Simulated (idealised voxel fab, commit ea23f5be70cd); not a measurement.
This section sets out a process module, namely voxel self aligned contacts.
Cross-section cut spans 240 nm and uses square cells 5 nm in size.
Cross-section, as written here: a square-cell grid given band by band from the top down, where a band holds one or more rows of cells.
Look at the band entry: it leads with the top's height and the bottom's height in nm. Then it lists the materials left to right, with a width in nm for each. The word "throughout" on a single material says that material fills the band edge to edge. The word "empty" is empty space.
The level at which height equals 0 is the one under which the wafer, as it arrives, is entirely one material. No lower edge exists for the bottom band, which continues downward and is notated as in "0 nm and below".
Graded width ("30->40"): value in top row of band = first number; value in bottom row = second number; row-to-row change constant.
Step note "identical to before" = no cross-section cell changed.
"Cavities, closed" enumerates empty spaces isolated from the top, with no open way to it, that contain at least 8 cells, giving each as width x height at distance from the left edge, all three in nm.
That trailing text on a step's line, after the settings, is the simulator's own remark on the step.
For masked steps, "overlay nm" on the step line gives how far right of plan the mask actually lay; a minus sign means it lay to the left.
Structure of the following material. The material consists of pairs of cross-sections. Each pair comprises the cross-section before one process step and the cross-section after that step, the latter shown only down to the lowest band that changed. The step between the cross-sections is specified beneath each pair, including its settings. Pairs are not necessarily consecutive: they may derive from different runs of this module performed on the same starting wafer. Continuity with the pair above is to be assumed only where the entry headed "Pre-step condition" of the pair in question states it.
Pre-step condition:
	0 nm and below: Si throughout
	Cavities, closed: none
As Processed:
	5 nm to 0 nm: SiO2 throughout
	Below a height of 0, the structure has not been altered.
	Cavities, closed: none
What was done to get from the before section above to the after section? op CONFORMAL_DEP | material SiO2 | thk nm 5
Pre-step condition: Reference is made to the cross-section shown after the step in the pair directly above, which represents the state prior to this step.
As Processed:
	25 nm to 5 nm: polySi throughout
	Below a height of 5, the structure has not been altered.
	Cavities, closed: none
What was done to get from the before section above to the after section? op DIRECTIONAL_DEP | material polySi | thk nm 20
Pre-step condition: Reference is made to the cross-section shown after the step in the pair directly above, which represents the state prior to this step.
As Processed:
	45 nm to 25 nm: SiN throughout
	Below a height of 25, the structure has not been altered.
	Cavities, closed: none
What was done to get from the before section above to the after section? op DIRECTIONAL_DEP | material SiN | thk nm 20
Pre-step condition: Reference is made to the cross-section shown after the step in the pair directly above, which represents the state prior to this step.
As Processed:
	45 nm to 25 nm: empty=40 | SiN=25 | empty=40 | SiN=25 | empty=40 | SiN=25 | empty=45
	Below a height of 25, the structure has not been altered.
	Cavities, closed: none
What was done to get from the before section above to the after section? op MASKED_ETCH | tone cover | mask id GATE | width nm 25 | pitch nm 65 | etch materials SiN | depth nm 20 | overlay nm 0
Pre-step condition: Reference is made to the cross-section shown after the step in the pair directly above, which represents the state prior to this step.
As Processed:
	45 nm to 25 nm: empty=40 | SiN=25 | empty=40 | SiN=25 | empty=40 | SiN=25 | empty=45
	25 nm to 5 nm: empty=40 | polySi=25 | empty=40 | polySi=25 | empty=40 | polySi=25 | empty=45
	Below a height of 5, the structure has not been altered.
	Cavities, closed: none
What was done to get from the before section above to the after section? op MASKED_ETCH | tone cover | mask id GATE | width nm 25 | pitch nm 65 | etch materials polySi | depth nm 20 | overlay nm 0
Pre-step condition: Reference is made to the cross-section shown after the step in the pair directly above, which represents the state prior to this step.
As Processed:
	55 nm to 25 nm: empty=30 | SiN=45 | empty=20 | SiN=45 | empty=20 | SiN=45 | empty=35
	25 nm to 15 nm: empty=30 | SiN=10 | polySi=25 | SiN=10 | empty=20 | SiN=10 | polySi=25 | SiN=10 | empty=20 | SiN=10 | polySi=25 | SiN=10 | empty=35
	15 nm to 5 nm: SiN=40 | polySi=25 | SiN=40 | polySi=25 | SiN=40 | polySi=25 | SiN=45
	Below a height of 5, the structure has not been altered.
	Cavities, closed: none
What was done to get from the before section above to the after section? op CONFORMAL_DEP | material SiN | thk nm 10
Pre-step condition: Reference is made to the cross-section shown after the step in the pair directly above, which represents the state prior to this step.
As Processed:
	45 nm to 25 nm: empty=30 | SiN=45 | empty=20 | SiN=45 | empty=20 | SiN=45 | empty=35
	25 nm to 5 nm: empty=30 | SiN=10 | polySi=25 | SiN=10 | empty=20 | SiN=10 | polySi=25 | SiN=10 | empty=20 | SiN=10 | polySi=25 | SiN=10 | empty=35
	Below a height of 5, the structure has not been altered.
	Cavities, closed: none
What was done to get from the before section above to the after section? op DIRECTIONAL_ETCH | etch materials SiN | depth nm 10
Pre-step condition: Reference is made to the cross-section shown after the step in the pair directly above, which represents the state prior to this step.
As Processed:
	55 nm to 45 nm: SiO2 throughout
	45 nm to 25 nm: SiO2=30 | SiN=45 | SiO2=20 | SiN=45 | SiO2=20 | SiN=45 | SiO2=35
	25 nm to 5 nm: SiO2=30 | SiN=10 | polySi=25 | SiN=10 | SiO2=20 | SiN=10 | polySi=25 | SiN=10 | SiO2=20 | SiN=10 | polySi=25 | SiN=10 | SiO2=35
	Below a height of 5, the structure has not been altered.
	Cavities, closed: none
What was done to get from the before section above to the after section? op FILL_DEP | material SiO2 | thk nm 10
Pre-step condition: Reference is made to the cross-section shown after the step in the pair directly above, which represents the state prior to this step.
As Processed:
	50 nm to 45 nm: SiO2 throughout
	Below a height of 45, the structure has not been altered.
	Cavities, closed: none
What was done to get from the before section above to the after section? op CMP | height nm 50
Pre-step condition: Reference is made to the cross-section shown after the step in the pair directly above, which represents the state prior to this step.
As Processed:
	65 nm to 50 nm: aC throughout
	Below a height of 50, the structure has not been altered.
	Cavities, closed: none
What was done to get from the before section above to the after section? op DIRECTIONAL_DEP | material aC | thk nm 15
Pre-step condition: Reference is made to the cross-section shown after the step in the pair directly above, which represents the state prior to this step.
As Processed:
	95 nm to 65 nm: resist=60 | empty=50 | resist=15 | empty=50 | resist=65
	Below a height of 65, the structure has not been altered.
	Cavities, closed: none
What was done to get from the before section above to the after section? op PATTERN | tone open | mask id CONTACT | material resist | width nm 50 | pitch nm 65 | thk nm 30 | overlay nm 0
Pre-step condition: Reference is made to the cross-section shown after the step in the pair directly above, which represents the state prior to this step.
As Processed:
	80 nm to 65 nm: resist=60 | empty=50 | resist=15 | empty=50 | resist=65
	65 nm to 50 nm: aC=60 | empty=50 | aC=15 | empty=50 | aC=65
	Below a height of 50, the structure has not been altered.
	Cavities, closed: none
What was done to get from the before section above to the after section? op DIRECTIONAL_ETCH | etch materials aC | depth nm 15
Pre-step condition: Reference is made to the cross-section shown after the step in the pair directly above, which represents the state prior to this step.
As Processed:
	65 nm to 50 nm: aC=60 | empty=50 | aC=15 | empty=50 | aC=65
	Below a height of 50, the structure has not been altered.
	Cavities, closed: none
What was done to get from the before section above to the after section? op STRIP | etch materials resist
Pre-step condition: Reference is made to the cross-section shown after the step in the pair directly above, which represents the state prior to this step.
As Processed:
	65 nm to 50 nm: aC=60 | empty=50 | aC=15 | empty=50 | aC=65
	50 nm to 45 nm: SiO2=60 | empty=50 | SiO2=15 | empty=50 | SiO2=65
	45 nm to 25 nm: SiO2=30 | SiN=45 | empty=20 | SiN=45 | empty=20 | SiN=45 | SiO2=35
	25 nm to 5 nm: SiO2=30 | SiN=10 | polySi=25 | SiN=10 | empty=20 | SiN=10 | polySi=25 | SiN=10 | empty=20 | SiN=10 | polySi=25 | SiN=10 | SiO2=35
	5 nm to 0 nm: SiO2=75 | empty=20 | SiO2=45 | empty=20 | SiO2=80
	Below a height of 0, the structure has not been altered.
	Cavities, closed: none
What was done to get from the before section above to the after section? op DIRECTIONAL_ETCH | etch materials SiO2 | depth nm 50
Pre-step condition: Reference is made to the cross-section shown after the step in the pair directly above, which represents the state prior to this step.
As Processed:
	50 nm to 45 nm: SiO2=60 | empty=50 | SiO2=15 | empty=50 | SiO2=65
	Below a height of 45, the structure has not been altered.
	Cavities, closed: none
What was done to get from the before section above to the after section? op STRIP | etch materials aC
Pre-step condition: Reference is made to the cross-section shown after the step in the pair directly above, which represents the state prior to this step.
As Processed:
	55 nm to 50 nm: TiN=65 | empty=40 | TiN=25 | empty=40 | TiN=70
	50 nm to 45 nm: SiO2=60 | TiN=20 | empty=10 | TiN=20 | SiO2=15 | TiN=20 | empty=10 | TiN=20 | SiO2=65
	45 nm to 25 nm: SiO2=30 | SiN=45 | TiN=5 | empty=10 | TiN=5 | SiN=45 | TiN=5 | empty=10 | TiN=5 | SiN=45 | SiO2=35
	25 nm to 5 nm: SiO2=30 | SiN=10 | polySi=25 | SiN=10 | TiN=5 | empty=10 | TiN=5 | SiN=10 | polySi=25 | SiN=10 | TiN=5 | empty=10 | TiN=5 | SiN=10 | polySi=25 | SiN=10 | SiO2=35
	5 nm to 0 nm: SiO2=75 | TiN=20 | SiO2=45 | TiN=20 | SiO2=80
	Below a height of 0, the structure has not been altered.
	Cavities, closed: none
What was done to get from the before section above to the after section? op CONFORMAL_DEP | material TiN | thk nm 5
Pre-step condition: Reference is made to the cross-section shown after the step in the pair directly above, which represents the state prior to this step.
As Processed:
	65 nm to 55 nm: Ru throughout
	55 nm to 50 nm: TiN=65 | Ru=40 | TiN=25 | Ru=40 | TiN=70
	50 nm to 45 nm: SiO2=60 | TiN=20 | Ru=10 | TiN=20 | SiO2=15 | TiN=20 | Ru=10 | TiN=20 | SiO2=65
	45 nm to 25 nm: SiO2=30 | SiN=45 | TiN=5 | Ru=10 | TiN=5 | SiN=45 | TiN=5 | Ru=10 | TiN=5 | SiN=45 | SiO2=35
	25 nm to 5 nm: SiO2=30 | SiN=10 | polySi=25 | SiN=10 | TiN=5 | Ru=10 | TiN=5 | SiN=10 | polySi=25 | SiN=10 | TiN=5 | Ru=10 | TiN=5 | SiN=10 | polySi=25 | SiN=10 | SiO2=35
	Below a height of 5, the structure has not been altered.
	Cavities, closed: none
What was done to get from the before section above to the after section? op FILL_DEP | material Ru | thk nm 10
Pre-step condition: Reference is made to the cross-section shown after the step in the pair directly above, which represents the state prior to this step.
As Processed:
	50 nm to 45 nm: SiO2=60 | TiN=20 | Ru=10 | TiN=20 | SiO2=15 | TiN=20 | Ru=10 | TiN=20 | SiO2=65
	Below a height of 45, the structure has not been altered.
	Cavities, closed: none
What was done to get from the before section above to the after section? op CMP | height nm 50
Pre-step condition: Reference is made to the cross-section shown after the step in the pair directly above, which represents the state prior to this step.
As Processed:
	55 nm to 50 nm: SiN throughout
	Below a height of 50, the structure has not been altered.
	Cavities, closed: none
What was done to get from the before section above to the after section? op CONFORMAL_DEP | material SiN | thk nm 5
Pre-step condition:
	0 nm and below: Si throughout
	Cavities, closed: none
As Processed:
	20 nm to 0 nm: polySi throughout
	Below a height of 0, the structure has not been altered.
	Cavities, closed: none
What was done to get from the before section above to the after section? op DIRECTIONAL_DEP | material polySi | thk nm 20
Pre-step condition: Reference is made to the cross-section shown after the step in the pair directly above, which represents the state prior to this step.
As Processed:
	40 nm to 20 nm: SiN throughout
	Below a height of 20, the structure has not been altered.
	Cavities, closed: none
What was done to get from the before section above to the after section? op DIRECTIONAL_DEP | material SiN | thk nm 20
Pre-step condition: Reference is made to the cross-section shown after the step in the pair directly above, which represents the state prior to this step.
As Processed:
	40 nm to 20 nm: empty=40 | SiN=25 | empty=40 | SiN=25 | empty=40 | SiN=25 | empty=45
	Below a height of 20, the structure has not been altered.
	Cavities, closed: none
What was done to get from the before section above to the after section? op MASKED_ETCH | tone cover | mask id GATE | width nm 25 | pitch nm 65 | etch materials SiN | depth nm 20 | overlay nm 0
Pre-step condition: Reference is made to the cross-section shown after the step in the pair directly above, which represents the state prior to this step.
As Processed:
	40 nm to 20 nm: empty=40 | SiN=25 | empty=40 | SiN=25 | empty=40 | SiN=25 | empty=45
	20 nm to 0 nm: empty=40 | polySi=25 | empty=40 | polySi=25 | empty=40 | polySi=25 | empty=45
	Below a height of 0, the structure has not been altered.
	Cavities, closed: none
What was done to get from the before section above to the after section? op MASKED_ETCH | tone cover | mask id GATE | width nm 25 | pitch nm 65 | etch materials polySi | depth nm 20 | overlay nm 0
Pre-step condition: Reference is made to the cross-section shown after the step in the pair directly above, which represents the state prior to this step.
As Processed:
	50 nm to 20 nm: empty=30 | SiN=45 | empty=20 | SiN=45 | empty=20 | SiN=45 | empty=35
	20 nm to 10 nm: empty=30 | SiN=10 | polySi=25 | SiN=10 | empty=20 | SiN=10 | polySi=25 | SiN=10 | empty=20 | SiN=10 | polySi=25 | SiN=10 | empty=35
	10 nm to 0 nm: SiN=40 | polySi=25 | SiN=40 | polySi=25 | SiN=40 | polySi=25 | SiN=45
	Below a height of 0, the structure has not been altered.
	Cavities, closed: none
What was done to get from the before section above to the after section? op CONFORMAL_DEP | material SiN | thk nm 10
Pre-step condition: Reference is made to the cross-section shown after the step in the pair directly above, which represents the state prior to this step.
As Processed:
	40 nm to 20 nm: empty=30 | SiN=45 | empty=20 | SiN=45 | empty=20 | SiN=45 | empty=35
	20 nm to 0 nm: empty=30 | SiN=10 | polySi=25 | SiN=10 | empty=20 | SiN=10 | polySi=25 | SiN=10 | empty=20 | SiN=10 | polySi=25 | SiN=10 | empty=35
	Below a height of 0, the structure has not been altered.
	Cavities, closed: none
What was done to get from the before section above to the after section? op DIRECTIONAL_ETCH | etch materials SiN | depth nm 10
Pre-step condition: Reference is made to the cross-section shown after the step in the pair directly above, which represents the state prior to this step.
As Processed:
	50 nm to 40 nm: SiO2 throughout
	40 nm to 20 nm: SiO2=30 | SiN=45 | SiO2=20 | SiN=45 | SiO2=20 | SiN=45 | SiO2=35
	20 nm to 0 nm: SiO2=30 | SiN=10 | polySi=25 | SiN=10 | SiO2=20 | SiN=10 | polySi=25 | SiN=10 | SiO2=20 | SiN=10 | polySi=25 | SiN=10 | SiO2=35
	Below a height of 0, the structure has not been altered.
	Cavities, closed: none
What was done to get from the before section above to the after section? op FILL_DEP | material SiO2 | thk nm 10
Pre-step condition: Reference is made to the cross-section shown after the step in the pair directly above, which represents the state prior to this step.
As Processed:
	65 nm to 50 nm: aC throughout
	Below a height of 50, the structure has not been altered.
	Cavities, closed: none
What was done to get from the before section above to the after section? op DIRECTIONAL_DEP | material aC | thk nm 15
Pre-step condition: Reference is made to the cross-section shown after the step in the pair directly above, which represents the state prior to this step.
As Processed:
	95 nm to 65 nm: resist=60 | empty=50 | resist=15 | empty=50 | resist=65
	Below a height of 65, the structure has not been altered.
	Cavities, closed: none
What was done to get from the before section above to the after section? op PATTERN | tone open | mask id CONTACT | material resist | width nm 50 | pitch nm 65 | thk nm 30 | overlay nm 0
Pre-step condition: Reference is made to the cross-section shown after the step in the pair directly above, which represents the state prior to this step.
As Processed:
	80 nm to 65 nm: resist=60 | empty=50 | resist=15 | empty=50 | resist=65
	65 nm to 50 nm: aC=60 | empty=50 | aC=15 | empty=50 | aC=65
	Below a height of 50, the structure has not been altered.
	Cavities, closed: none
What was done to get from the before section above to the after section? op DIRECTIONAL_ETCH | etch materials aC | depth nm 15
Pre-step condition: Reference is made to the cross-section shown after the step in the pair directly above, which represents the state prior to this step.
As Processed:
	65 nm to 50 nm: aC=60 | empty=50 | aC=15 | empty=50 | aC=65
	Below a height of 50, the structure has not been altered.
	Cavities, closed: none
What was done to get from the before section above to the after section? op STRIP | etch materials resist
Pre-step condition: Reference is made to the cross-section shown after the step in the pair directly above, which represents the state prior to this step.
As Processed:
	65 nm to 50 nm: aC=60 | empty=50 | aC=15 | empty=50 | aC=65
	50 nm to 40 nm: SiO2=60 | empty=50 | SiO2=15 | empty=50 | SiO2=65
	40 nm to 20 nm: SiO2=30 | SiN=45 | empty=20 | SiN=45 | empty=20 | SiN=45 | SiO2=35
	20 nm to 0 nm: SiO2=30 | SiN=10 | polySi=25 | SiN=10 | empty=20 | SiN=10 | polySi=25 | SiN=10 | empty=20 | SiN=10 | polySi=25 | SiN=10 | SiO2=35
	Below a height of 0, the structure has not been altered.
	Cavities, closed: none
What was done to get from the before section above to the after section? op DIRECTIONAL_ETCH | etch materials SiO2 | depth nm 50
Pre-step condition: Reference is made to the cross-section shown after the step in the pair directly above, which represents the state prior to this step.
As Processed:
	50 nm to 40 nm: SiO2=60 | empty=50 | SiO2=15 | empty=50 | SiO2=65
	Below a height of 40, the structure has not been altered.
	Cavities, closed: none
What was done to get from the before section above to the after section? op STRIP | etch materials aC
Pre-step condition: Reference is made to the cross-section shown after the step in the pair directly above, which represents the state prior to this step.
As Processed:
	55 nm to 50 nm: TiN=65 | empty=40 | TiN=25 | empty=40 | TiN=70
	50 nm to 40 nm: SiO2=60 | TiN=5->20 | empty=40->10 | TiN=5->20 | SiO2=15 | TiN=5->20 | empty=40->10 | TiN=5->20 | SiO2=65
	40 nm to 20 nm: SiO2=30 | SiN=45 | TiN=5 | empty=10 | TiN=5 | SiN=45 | TiN=5 | empty=10 | TiN=5 | SiN=45 | SiO2=35
	20 nm to 5 nm: SiO2=30 | SiN=10 | polySi=25 | SiN=10 | TiN=5 | empty=10 | TiN=5 | SiN=10 | polySi=25 | SiN=10 | TiN=5 | empty=10 | TiN=5 | SiN=10 | polySi=25 | SiN=10 | SiO2=35
	5 nm to 0 nm: SiO2=30 | SiN=10 | polySi=25 | SiN=10 | TiN=20 | SiN=10 | polySi=25 | SiN=10 | TiN=20 | SiN=10 | polySi=25 | SiN=10 | SiO2=35
	Below a height of 0, the structure has not been altered.
	Cavities, closed: none
What was done to get from the before section above to the after section? op CONFORMAL_DEP | material TiN | thk nm 5
Pre-step condition: Reference is made to the cross-section shown after the step in the pair directly above, which represents the state prior to this step.
As Processed:
	65 nm to 55 nm: Ru throughout
	55 nm to 50 nm: TiN=65 | Ru=40 | TiN=25 | Ru=40 | TiN=70
	50 nm to 40 nm: SiO2=60 | TiN=5->20 | Ru=40->10 | TiN=5->20 | SiO2=15 | TiN=5->20 | Ru=40->10 | TiN=5->20 | SiO2=65
	40 nm to 20 nm: SiO2=30 | SiN=45 | TiN=5 | Ru=10 | TiN=5 | SiN=45 | TiN=5 | Ru=10 | TiN=5 | SiN=45 | SiO2=35
	20 nm to 5 nm: SiO2=30 | SiN=10 | polySi=25 | SiN=10 | TiN=5 | Ru=10 | TiN=5 | SiN=10 | polySi=25 | SiN=10 | TiN=5 | Ru=10 | TiN=5 | SiN=10 | polySi=25 | SiN=10 | SiO2=35
	Below a height of 5, the structure has not been altered.
	Cavities, closed: none
What was done to get from the before section above to the after section? op FILL_DEP | material Ru | thk nm 10
Pre-step condition: Reference is made to the cross-section shown after the step in the pair directly above, which represents the state prior to this step.
As Processed:
	50 nm to 40 nm: SiO2=60 | TiN=5->20 | Ru=40->10 | TiN=5->20 | SiO2=15 | TiN=5->20 | Ru=40->10 | TiN=5->20 | SiO2=65
	Below a height of 40, the structure has not been altered.
	Cavities, closed: none
What was done to get from the before section above to the after section? op CMP | height nm 50
Pre-step condition: Reference is made to the cross-section shown after the step in the pair directly above, which represents the state prior to this step.
As Processed:
	55 nm to 50 nm: SiN throughout
	Below a height of 50, the structure has not been altered.
	Cavities, closed: none
What was done to get from the before section above to the after section? op CONFORMAL_DEP | material SiN | thk nm 5
Pre-step condition:
	25 nm to 5 nm: polySi throughout
	5 nm to 0 nm: SiO2 throughout
	0 nm and below: Si throughout
	Cavities, closed: none
As Processed:
	45 nm to 5 nm: polySi throughout
	Below a height of 5, the structure has not been altered.
	Cavities, closed: none
What was done to get from the before section above to the after section? op DIRECTIONAL_DEP | material polySi | thk nm 20
Pre-step condition: Reference is made to the cross-section shown after the step in the pair directly above, which represents the state prior to this step.
As Processed:
	65 nm to 45 nm: SiN throughout
	Below a height of 45, the structure has not been altered.
	Cavities, closed: none
What was done to get from the before section above to the after section? op DIRECTIONAL_DEP | material SiN | thk nm 20
Pre-step condition: Reference is made to the cross-section shown after the step in the pair directly above, which represents the state prior to this step.
As Processed:
	65 nm to 45 nm: empty=40 | SiN=25 | empty=40 | SiN=25 | empty=40 | SiN=25 | empty=45
	Below a height of 45, the structure has not been altered.
	Cavities, closed: none
What was done to get from the before section above to the after section? op MASKED_ETCH | tone cover | mask id GATE | width nm 25 | pitch nm 65 | etch materials SiN | depth nm 20 | overlay nm 0
Pre-step condition: Reference is made to the cross-section shown after the step in the pair directly above, which represents the state prior to this step.
As Processed:
	65 nm to 45 nm: empty=40 | SiN=25 | empty=40 | SiN=25 | empty=40 | SiN=25 | empty=45
	45 nm to 25 nm: empty=40 | polySi=25 | empty=40 | polySi=25 | empty=40 | polySi=25 | empty=45
	Below a height of 25, the structure has not been altered.
	Cavities, closed: none
What was done to get from the before section above to the after section? op MASKED_ETCH | tone cover | mask id GATE | width nm 25 | pitch nm 65 | etch materials polySi | depth nm 20 | overlay nm 0
Pre-step condition: Reference is made to the cross-section shown after the step in the pair directly above, which represents the state prior to this step.
As Processed:
	75 nm to 45 nm: empty=30 | SiN=45 | empty=20 | SiN=45 | empty=20 | SiN=45 | empty=35
	45 nm to 35 nm: empty=30 | SiN=10 | polySi=25 | SiN=10 | empty=20 | SiN=10 | polySi=25 | SiN=10 | empty=20 | SiN=10 | polySi=25 | SiN=10 | empty=35
	35 nm to 25 nm: SiN=40 | polySi=25 | SiN=40 | polySi=25 | SiN=40 | polySi=25 | SiN=45
	Below a height of 25, the structure has not been altered.
	Cavities, closed: none
What was done to get from the before section above to the after section? op CONFORMAL_DEP | material SiN | thk nm 10
Pre-step condition: Reference is made to the cross-section shown after the step in the pair directly above, which represents the state prior to this step.
As Processed:
	65 nm to 45 nm: empty=30 | SiN=45 | empty=20 | SiN=45 | empty=20 | SiN=45 | empty=35
	45 nm to 25 nm: empty=30 | SiN=10 | polySi=25 | SiN=10 | empty=20 | SiN=10 | polySi=25 | SiN=10 | empty=20 | SiN=10 | polySi=25 | SiN=10 | empty=35
	Below a height of 25, the structure has not been altered.
	Cavities, closed: none
What was done to get from the before section above to the after section? op DIRECTIONAL_ETCH | etch materials SiN | depth nm 10
Pre-step condition: Reference is made to the cross-section shown after the step in the pair directly above, which represents the state prior to this step.
As Processed:
	75 nm to 65 nm: SiO2 throughout
	65 nm to 45 nm: SiO2=30 | SiN=45 | SiO2=20 | SiN=45 | SiO2=20 | SiN=45 | SiO2=35
	45 nm to 25 nm: SiO2=30 | SiN=10 | polySi=25 | SiN=10 | SiO2=20 | SiN=10 | polySi=25 | SiN=10 | SiO2=20 | SiN=10 | polySi=25 | SiN=10 | SiO2=35
	Below a height of 25, the structure has not been altered.
	Cavities, closed: none
What was done to get from the before section above to the after section? op FILL_DEP | material SiO2 | thk nm 10
Pre-step condition: Reference is made to the cross-section shown after the step in the pair directly above, which represents the state prior to this step.
As Processed:
	50 nm to 45 nm: SiO2=30 | SiN=45 | SiO2=20 | SiN=45 | SiO2=20 | SiN=45 | SiO2=35
	Below a height of 45, the structure has not been altered.
	Cavities, closed: none
What was done to get from the before section above to the after section? op CMP | height nm 50
Pre-step condition: Reference is made to the cross-section shown after the step in the pair directly above, which represents the state prior to this step.
As Processed:
	65 nm to 50 nm: aC throughout
	Below a height of 50, the structure has not been altered.
	Cavities, closed: none
What was done to get from the before section above to the after section? op DIRECTIONAL_DEP | material aC | thk nm 15
Pre-step condition: Reference is made to the cross-section shown after the step in the pair directly above, which represents the state prior to this step.
As Processed:
	95 nm to 65 nm: resist=60 | empty=50 | resist=15 | empty=50 | resist=65
	Below a height of 65, the structure has not been altered.
	Cavities, closed: none
What was done to get from the before section above to the after section? op PATTERN | tone open | mask id CONTACT | material resist | width nm 50 | pitch nm 65 | thk nm 30 | overlay nm 0
Pre-step condition: Reference is made to the cross-section shown after the step in the pair directly above, which represents the state prior to this step.
As Processed:
	80 nm to 65 nm: resist=60 | empty=50 | resist=15 | empty=50 | resist=65
	65 nm to 50 nm: aC=60 | empty=50 | aC=15 | empty=50 | aC=65
	Below a height of 50, the structure has not been altered.
	Cavities, closed: none
What was done to get from the before section above to the after section? op DIRECTIONAL_ETCH | etch materials aC | depth nm 15
Pre-step condition: Reference is made to the cross-section shown after the step in the pair directly above, which represents the state prior to this step.
As Processed:
	65 nm to 50 nm: aC=60 | empty=50 | aC=15 | empty=50 | aC=65
	Below a height of 50, the structure has not been altered.
	Cavities, closed: none
What was done to get from the before section above to the after section? op STRIP | etch materials resist
Pre-step condition: Reference is made to the cross-section shown after the step in the pair directly above, which represents the state prior to this step.
As Processed:
	65 nm to 50 nm: aC=60 | empty=50 | aC=15 | empty=50 | aC=65
	50 nm to 45 nm: SiO2=30 | SiN=45 | empty=20 | SiN=45 | empty=20 | SiN=45 | SiO2=35
	45 nm to 25 nm: SiO2=30 | SiN=10 | polySi=25 | SiN=10 | empty=20 | SiN=10 | polySi=25 | SiN=10 | empty=20 | SiN=10 | polySi=25 | SiN=10 | SiO2=35
	Below a height of 25, the structure has not been altered.
	Cavities, closed: none
What was done to get from the before section above to the after section? op DIRECTIONAL_ETCH | etch materials SiO2 | depth nm 50
Pre-step condition: Reference is made to the cross-section shown after the step in the pair directly above, which represents the state prior to this step.
As Processed:
	50 nm to 45 nm: SiO2=30 | SiN=45 | empty=20 | SiN=45 | empty=20 | SiN=45 | SiO2=35
	Below a height of 45, the structure has not been altered.
	Cavities, closed: none
What was done to get from the before section above to the after section? op STRIP | etch materials aC
Pre-step condition: Reference is made to the cross-section shown after the step in the pair directly above, which represents the state prior to this step.
As Processed:
	55 nm to 50 nm: TiN=80 | empty=10 | TiN=55 | empty=10 | TiN=85
	50 nm to 45 nm: SiO2=30 | SiN=45 | TiN=5 | empty=10 | TiN=5 | SiN=45 | TiN=5 | empty=10 | TiN=5 | SiN=45 | SiO2=35
	45 nm to 30 nm: SiO2=30 | SiN=10 | polySi=25 | SiN=10 | TiN=5 | empty=10 | TiN=5 | SiN=10 | polySi=25 | SiN=10 | TiN=5 | empty=10 | TiN=5 | SiN=10 | polySi=25 | SiN=10 | SiO2=35
	30 nm to 25 nm: SiO2=30 | SiN=10 | polySi=25 | SiN=10 | TiN=20 | SiN=10 | polySi=25 | SiN=10 | TiN=20 | SiN=10 | polySi=25 | SiN=10 | SiO2=35
	Below a height of 25, the structure has not been altered.
	Cavities, closed: none
What was done to get from the before section above to the after section? op CONFORMAL_DEP | material TiN | thk nm 5
Pre-step condition: Reference is made to the cross-section shown after the step in the pair directly above, which represents the state prior to this step.
As Processed:
	65 nm to 55 nm: Ru throughout
	55 nm to 50 nm: TiN=80 | Ru=10 | TiN=55 | Ru=10 | TiN=85
	50 nm to 45 nm: SiO2=30 | SiN=45 | TiN=5 | Ru=10 | TiN=5 | SiN=45 | TiN=5 | Ru=10 | TiN=5 | SiN=45 | SiO2=35
	45 nm to 30 nm: SiO2=30 | SiN=10 | polySi=25 | SiN=10 | TiN=5 | Ru=10 | TiN=5 | SiN=10 | polySi=25 | SiN=10 | TiN=5 | Ru=10 | TiN=5 | SiN=10 | polySi=25 | SiN=10 | SiO2=35
	Below a height of 30, the structure has not been altered.
	Cavities, closed: none
What was done to get from the before section above to the after section? op FILL_DEP | material Ru | thk nm 10
Pre-step condition: Reference is made to the cross-section shown after the step in the pair directly above, which represents the state prior to this step.
As Processed:
	50 nm to 45 nm: SiO2=30 | SiN=45 | TiN=5 | Ru=10 | TiN=5 | SiN=45 | TiN=5 | Ru=10 | TiN=5 | SiN=45 | SiO2=35
	Below a height of 45, the structure has not been altered.
	Cavities, closed: none
What was done to get from the before section above to the after section? op CMP | height nm 50
Pre-step condition: Reference is made to the cross-section shown after the step in the pair directly above, which represents the state prior to this step.
As Processed:
	55 nm to 50 nm: SiN throughout
	Below a height of 50, the structure has not been altered.
	Cavities, closed: none
What was done to get from the before section above to the after section? op CONFORMAL_DEP | material SiN | thk nm 5
Pre-step condition:
	20 nm to 0 nm: polySi throughout
	0 nm and below: Si throughout
	Cavities, closed: none
As Processed:
	25 nm to 20 nm: SiO2 throughout
	Below a height of 20, the structure has not been altered.
	Cavities, closed: none
What was done to get from the before section above to the after section? op CONFORMAL_DEP | material SiO2 | thk nm 5
Pre-step condition: Reference is made to the cross-section shown after the step in the pair directly above, which represents the state prior to this step.
As Processed:
	45 nm to 25 nm: SiN throughout
	Below a height of 25, the structure has not been altered.
	Cavities, closed: none
What was done to get from the before section above to the after section? op DIRECTIONAL_DEP | material SiN | thk nm 20
Pre-step condition: Reference is made to the cross-section shown after the step in the pair directly above, which represents the state prior to this step.
As Processed:
	45 nm to 25 nm: empty=40 | SiN=25 | empty=40 | SiN=25 | empty=40 | SiN=25 | empty=45
	Below a height of 25, the structure has not been altered.
	Cavities, closed: none
What was done to get from the before section above to the after section? op MASKED_ETCH | tone cover | mask id GATE | width nm 25 | pitch nm 65 | etch materials SiN | depth nm 20 | overlay nm 0
Pre-step condition: Reference is made to the cross-section shown after the step in the pair directly above, which represents the state prior to this step.
As Processed:
	55 nm to 35 nm: empty=30 | SiN=45 | empty=20 | SiN=45 | empty=20 | SiN=45 | empty=35
	35 nm to 25 nm: SiN throughout
	Below a height of 25, the structure has not been altered.
	Cavities, closed: none
What was done to get from the before section above to the after section? op CONFORMAL_DEP | material SiN | thk nm 10
Pre-step condition: Reference is made to the cross-section shown after the step in the pair directly above, which represents the state prior to this step.
As Processed:
	45 nm to 25 nm: empty=30 | SiN=45 | empty=20 | SiN=45 | empty=20 | SiN=45 | empty=35
	Below a height of 25, the structure has not been altered.
	Cavities, closed: none
What was done to get from the before section above to the after section? op DIRECTIONAL_ETCH | etch materials SiN | depth nm 10
Pre-step condition: Reference is made to the cross-section shown after the step in the pair directly above, which represents the state prior to this step.
As Processed:
	55 nm to 45 nm: SiO2 throughout
	45 nm to 25 nm: SiO2=30 | SiN=45 | SiO2=20 | SiN=45 | SiO2=20 | SiN=45 | SiO2=35
	Below a height of 25, the structure has not been altered.
	Cavities, closed: none
What was done to get from the before section above to the after section? op FILL_DEP | material SiO2 | thk nm 10
Pre-step condition: Reference is made to the cross-section shown after the step in the pair directly above, which represents the state prior to this step.
As Processed:
	50 nm to 45 nm: SiO2 throughout
	Below a height of 45, the structure has not been altered.
	Cavities, closed: none
What was done to get from the before section above to the after section? op CMP | height nm 50
Pre-step condition: Reference is made to the cross-section shown after the step in the pair directly above, which represents the state prior to this step.
As Processed:
	65 nm to 50 nm: aC throughout
	Below a height of 50, the structure has not been altered.
	Cavities, closed: none
What was done to get from the before section above to the after section? op DIRECTIONAL_DEP | material aC | thk nm 15
Pre-step condition: Reference is made to the cross-section shown after the step in the pair directly above, which represents the state prior to this step.
As Processed:
	95 nm to 65 nm: resist=60 | empty=50 | resist=15 | empty=50 | resist=65
	Below a height of 65, the structure has not been altered.
	Cavities, closed: none
What was done to get from the before section above to the after section? op PATTERN | tone open | mask id CONTACT | material resist | width nm 50 | pitch nm 65 | thk nm 30 | overlay nm 0
